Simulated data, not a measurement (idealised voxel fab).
process module | voxel double patterning
cross-section cut | 255 nm wide | cells 5 nm
A cross-section is a grid of square cells, given in bands from the top down. A band is one or more rows of cells.
Each band's line starts with the height of the band's top and of its bottom, in nm. Then come its materials from left to right, each with its width in nm. One material with "throughout" fills the band from edge to edge. "air" is empty space.
Height 0 is the level under which the wafer as received is all one material. The lowest band goes on downwards, as in "0 down".
A width such as "30 to 40" changes by the same amount from each row of cells to the next, from the band's top row to its bottom row.
"no change" after a step means that no cell of the cross-section changed.
closed voids: empty space of 8 cells or more with no open way to the top, each as width x height at its distance from the left edge, in nm
after a step's settings: what the simulator itself notes on the step
overlay nm, on a step with a mask: how far to the right of its planned place the mask lay; to the left if negative
plan
1 op RECEIVE | material Si
2 op CONFORMAL_DEP | material SiO2 | thk nm 10
3 op DIRECTIONAL_DEP | material W | thk nm 15
4 op DIRECTIONAL_DEP | material SiCN | thk nm 5
5 op DIRECTIONAL_DEP | material aC | thk nm 15
6 op PATTERN | tone open | mask id FIRST | material resist | width nm 15 | pitch nm 50 | thk nm 30 | overlay nm 0
7 op DIRECTIONAL_ETCH | etch materials aC | depth nm 15
8 op STRIP | etch materials resist
9 op DIRECTIONAL_ETCH | etch materials SiCN | depth nm 5
10 op STRIP | etch materials aC
11 op PATTERN | tone open | mask id SECOND | material resist | width nm 15 | pitch nm 50 | thk nm 15 | overlay nm 0
12 op DIRECTIONAL_ETCH | etch materials SiCN | depth nm 5
13 op STRIP | etch materials resist
14 op DIRECTIONAL_ETCH | etch materials W | depth nm 15
15 op STRIP | etch materials SiCN
first wafer, as planned
as received, after step 1
  0 down: Si throughout
  closed voids: none
after step 2
  10 to 0: SiO2 throughout
  below 0: unchanged
after step 3
  25 to 10: W throughout
  below 10: unchanged
after step 4
  30 to 25: SiCN throughout
  below 25: unchanged
after step 5
  45 to 30: aC throughout
  below 30: unchanged
after step 6
  75 to 45: resist 70 | air 15 | resist 35 | air 15 | resist 35 | air 15 | resist 70
  below 45: unchanged
after step 7
  60 to 45: resist 70 | air 15 | resist 35 | air 15 | resist 35 | air 15 | resist 70
  45 to 30: aC 70 | air 15 | aC 35 | air 15 | aC 35 | air 15 | aC 70
  below 30: unchanged
after step 8
  45 to 30: aC 70 | air 15 | aC 35 | air 15 | aC 35 | air 15 | aC 70
  below 30: unchanged
after step 9
  45 to 30: aC 70 | air 15 | aC 35 | air 15 | aC 35 | air 15 | aC 70
  30 to 25: SiCN 70 | air 15 | SiCN 35 | air 15 | SiCN 35 | air 15 | SiCN 70
  below 25: unchanged
after step 10
  30 to 25: SiCN 70 | air 15 | SiCN 35 | air 15 | SiCN 35 | air 15 | SiCN 70
  below 25: unchanged
after step 11
  45 to 30: resist 95 | air 15 | resist 35 | air 15 | resist 95
  30 to 25: SiCN 70 | resist 15 | SiCN 35 | resist 15 | SiCN 35 | resist 15 | SiCN 70
  below 25: unchanged
after step 12
  45 to 30: resist 95 | air 15 | resist 35 | air 15 | resist 95
  30 to 25: SiCN 70 | resist 15 | SiCN 10 | air 15 | SiCN 10 | resist 15 | SiCN 10 | air 15 | SiCN 10 | resist 15 | SiCN 70
  below 25: unchanged
after step 13
  30 to 25: SiCN 70 | air 15 | SiCN 10 | air 15 | SiCN 10 | air 15 | SiCN 10 | air 15 | SiCN 10 | air 15 | SiCN 70
  below 25: unchanged
after step 14
  30 to 25: SiCN 70 | air 15 | SiCN 10 | air 15 | SiCN 10 | air 15 | SiCN 10 | air 15 | SiCN 10 | air 15 | SiCN 70
  25 to 10: W 70 | air 15 | W 10 | air 15 | W 10 | air 15 | W 10 | air 15 | W 10 | air 15 | W 70
  below 10: unchanged
after step 15
  25 to 10: W 70 | air 15 | W 10 | air 15 | W 10 | air 15 | W 10 | air 15 | W 10 | air 15 | W 70
  below 10: unchanged
second wafer: like start, like plan, one mistake. Through step 5 it matches the first wafer
when step 6 should have ended
  75 to 45: air 70 | resist 15 | air 35 | resist 15 | air 35 | resist 15 | air 70
  below 45: unchanged
when step 7 should have ended
  60 to 45: air 70 | resist 15 | air 35 | resist 15 | air 35 | resist 15 | air 70
  45 to 30: air 70 | aC 15 | air 35 | aC 15 | air 35 | aC 15 | air 70
  below 30: unchanged
when step 8 should have ended
  45 to 30: air 70 | aC 15 | air 35 | aC 15 | air 35 | aC 15 | air 70
  below 30: unchanged
when step 9 should have ended
  45 to 30: air 70 | aC 15 | air 35 | aC 15 | air 35 | aC 15 | air 70
  30 to 25: air 70 | SiCN 15 | air 35 | SiCN 15 | air 35 | SiCN 15 | air 70
  below 25: unchanged
when step 10 should have ended
  30 to 25: air 70 | SiCN 15 | air 35 | SiCN 15 | air 35 | SiCN 15 | air 70
  below 25: unchanged
when step 11 should have ended
  45 to 30: resist 95 | air 15 | resist 35 | air 15 | resist 95
  30 to 25: resist 70 | SiCN 15 | resist 10 | air 15 | resist 10 | SiCN 15 | resist 10 | air 15 | resist 10 | SiCN 15 | resist 70
  below 25: unchanged
when step 12 should have ended: no change
when step 13 should have ended
  30 to 25: air 70 | SiCN 15 | air 35 | SiCN 15 | air 35 | SiCN 15 | air 70
  below 25: unchanged
when step 14 should have ended
  30 to 25: air 70 | SiCN 15 | air 35 | SiCN 15 | air 35 | SiCN 15 | air 70
  25 to 10: air 70 | W 15 | air 35 | W 15 | air 35 | W 15 | air 70
  below 10: unchanged
when step 15 should have ended
  25 to 10: air 70 | W 15 | air 35 | W 15 | air 35 | W 15 | air 70
  below 10: unchanged
what went wrong: step 6 ran as: op PATTERN | tone cover | mask id FIRST | material resist | width nm 15 | pitch nm 50 | thk nm 30 | overlay nm 0
at the end the second wafer has, in cells: 81 fewer of W
